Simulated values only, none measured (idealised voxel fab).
process module | voxel transistor to metal
cross-section cut | 165 nm wide | cells 5 nm
A cross-section is a grid of square cells, given in bands from the top down. A band is one or more rows of cells.
Each band's line starts with the height of the band's top and of its bottom, in nm. Then come its materials from left to right, each with its width in nm. One material with "throughout" fills the band from edge to edge. "air" is empty space.
Height 0 is the level under which the wafer as received is all one material. The lowest band goes on downwards, as in "0 down".
A width such as "30 to 40" changes by the same amount from each row of cells to the next, from the band's top row to its bottom row.
"no change" after a step means that no cell of the cross-section changed.
closed voids: empty space of 8 cells or more with no open way to the top, each as width x height at its distance from the left edge, in nm
after a step's settings: what the simulator itself notes on the step
overlay nm, on a step with a mask: how far to the right of its planned place the mask lay; to the left if negative
plan
1 op RECEIVE | material Si
2 op CONFORMAL_DEP | material SiO2 | thk nm 5
3 op CONFORMAL_DEP | material SiN | thk nm 15
4 op PATTERN | tone cover | mask id ACTIVE | material resist | width nm 95 | thk nm 15 | overlay nm 0
5 op DIRECTIONAL_ETCH | etch materials SiN | depth nm 15
6 op DIRECTIONAL_ETCH | etch materials SiO2 | depth nm 5
7 op DIRECTIONAL_ETCH | etch materials Si | depth nm 35
8 op STRIP | etch materials resist
9 op FILL_DEP | material SiO2 | thk nm 15
10 op CMP | height nm 20
11 op SELECTIVE_ETCH | etch materials SiO2 | depth nm 10
12 op STRIP | etch materials SiN
13 op SELECTIVE_ETCH | etch materials SiO2 | depth nm 5
14 op OXIDIZE | depth nm 5
15 op DIRECTIONAL_DEP | material polySi | thk nm 25
16 op DIRECTIONAL_DEP | material SiCN | thk nm 10
17 op DIRECTIONAL_DEP | material aC | thk nm 15
18 op PATTERN | tone cover | mask id GATE | material resist | width nm 15 | thk nm 30 | overlay nm 0
19 op DIRECTIONAL_ETCH | etch materials aC | depth nm 15
20 op STRIP | etch materials resist
21 op DIRECTIONAL_ETCH | etch materials SiCN | depth nm 20
22 op DIRECTIONAL_ETCH | etch materials polySi | depth nm 35
23 op STRIP | etch materials aC
24 op CONFORMAL_DEP | material SiN | thk nm 10
25 op DIRECTIONAL_ETCH | etch materials SiN | depth nm 10
26 op DIRECTIONAL_ETCH | etch materials SiO2 | depth nm 5
27 op DIRECTIONAL_ETCH | etch materials Si | depth nm 15
28 op EPI | material pSi | thk nm 20
29 op FILL_DEP | material SiO2 | thk nm 5
30 op CMP | height nm 35
31 op DIRECTIONAL_DEP | material SiO2 | thk nm 15
32 op PATTERN | tone open | mask id CONTACT | material resist | width nm 30 | pitch nm 55 | thk nm 15 | overlay nm 0
33 op DIRECTIONAL_ETCH | etch materials SiO2 | depth nm 35
34 op STRIP | etch materials resist
35 op CONFORMAL_DEP | material TiN | thk nm 5
36 op FILL_DEP | material W | thk nm 10
37 op CMP | height nm 50
38 op CONFORMAL_DEP | material SiCN | thk nm 5
39 op DIRECTIONAL_DEP | material SiO2 | thk nm 25
40 op DIRECTIONAL_DEP | material aC | thk nm 10
41 op PATTERN | tone open | mask id METAL_1 | material resist | width nm 20 | pitch nm 65 | thk nm 25 | overlay nm 0
42 op DIRECTIONAL_ETCH | etch materials aC | depth nm 10
43 op STRIP | etch materials resist
44 op DIRECTIONAL_ETCH | etch materials SiO2 | depth nm 25
45 op DIRECTIONAL_ETCH | etch materials SiCN | depth nm 5
46 op STRIP | etch materials aC
47 op CONFORMAL_DEP | material TiN | thk nm 5
48 op FILL_DEP | material Cu | thk nm 5
49 op CMP | height nm 80
50 op CONFORMAL_DEP | material SiCN | thk nm 5
51 op DIRECTIONAL_DEP | material SiO2 | thk nm 30
52 op DIRECTIONAL_DEP | material aC | thk nm 15
53 op PATTERN | tone open | mask id METAL_2 | material resist | width nm 20 | pitch nm 65 | thk nm 35 | overlay nm 0
54 op DIRECTIONAL_ETCH | etch materials aC | depth nm 15
55 op STRIP | etch materials resist
56 op DIRECTIONAL_ETCH | etch materials SiO2 | depth nm 15
57 op STRIP | etch materials aC
58 op MASKED_ETCH | tone open | mask id METAL_2_HOLES | width nm 15 | pitch nm 65 | etch materials SiO2 | depth nm 15 | overlay nm 0
59 op MASKED_ETCH | tone open | mask id METAL_2_HOLES | width nm 15 | pitch nm 65 | etch materials SiCN | depth nm 5 | overlay nm 0
60 op CONFORMAL_DEP | material TiN | thk nm 5
61 op FILL_DEP | material Cu | thk nm 5
62 op CMP | height nm 115
63 op CONFORMAL_DEP | material SiN | thk nm 5
as received, after step 1
  0 down: Si throughout
  closed voids: none
a wafer at the end: this start, this plan, one mistake
  120 to 115: SiN throughout
  115 to 105: SiO2 40 | TiN 5 | Cu 10 | TiN 5 | SiO2 45 | TiN 5 | Cu 10 | TiN 5 | SiO2 40
  105 to 100: SiO2 40 | TiN 5 | Cu 5 | TiN 10 | SiO2 45 | TiN 5 | Cu 5 | TiN 10 | SiO2 40
  100 to 90: SiO2 40 | TiN 5 | Cu 5 | TiN 5 | SiO2 50 | TiN 5 | Cu 5 | TiN 5 | SiO2 45
  90 to 85: SiO2 40 | TiN 15 | SiO2 50 | TiN 15 | SiO2 45
  85 to 80: SiCN 50 | TiN 5 | SiCN 60 | TiN 5 | SiCN 45
  80 to 55: SiO2 40 | TiN 5 | Cu 10 | TiN 5 | SiO2 45 | TiN 5 | Cu 10 | TiN 5 | SiO2 40
  55 to 50: SiCN 40 | TiN 20 | SiCN 45 | TiN 20 | SiCN 40
  50 to 40: SiO2 40 | TiN 5 | W 20 | TiN 5 | SiO2 25 | TiN 5 | W 20 | TiN 5 | SiO2 40
  40 to 35: SiO2 40 | TiN 5 | W 15 | TiN 10 | SiO2 25 | TiN 10 | W 15 | TiN 5 | SiO2 40
  35 to 25: SiO2 40 | TiN 5 | W 15 | TiN 5 | SiN 10 | SiCN 15 | SiN 10 | TiN 5 | W 15 | TiN 5 | SiO2 40
  25 to 20: SiO2 40 | TiN 5 | W 15 | TiN 5 | SiN 10 | polySi 15 | SiN 10 | TiN 5 | W 15 | TiN 5 | SiO2 40
  20 to 15: SiO2 40 | TiN 25 | SiN 10 | polySi 15 | SiN 10 | TiN 25 | SiO2 40
  15 to 5: SiO2 30 | pSi 35 | SiN 10 | polySi 15 | SiN 10 | pSi 35 | SiO2 30
  5 to 0: SiO2 30 | SiN 10 | pSi 25 | SiN 10 | polySi 15 | SiN 10 | pSi 25 | SiN 10 | SiO2 30
  0 to -5: SiO2 40 | pSi 25 | SiO2 35 | pSi 25 | SiO2 40
  -5 to -20: SiO2 35 | Si 5 | pSi 25 | Si 35 | pSi 25 | Si 5 | SiO2 35
  -20 to -35: SiO2 35 | Si 95 | SiO2 35
  -35 down: Si throughout
  closed voids: none
what went wrong: step 59 ran as: op MASKED_ETCH | tone open | mask id METAL_2_HOLES | width nm 15 | pitch nm 65 | etch materials SiCN | depth nm 5 | overlay nm 10
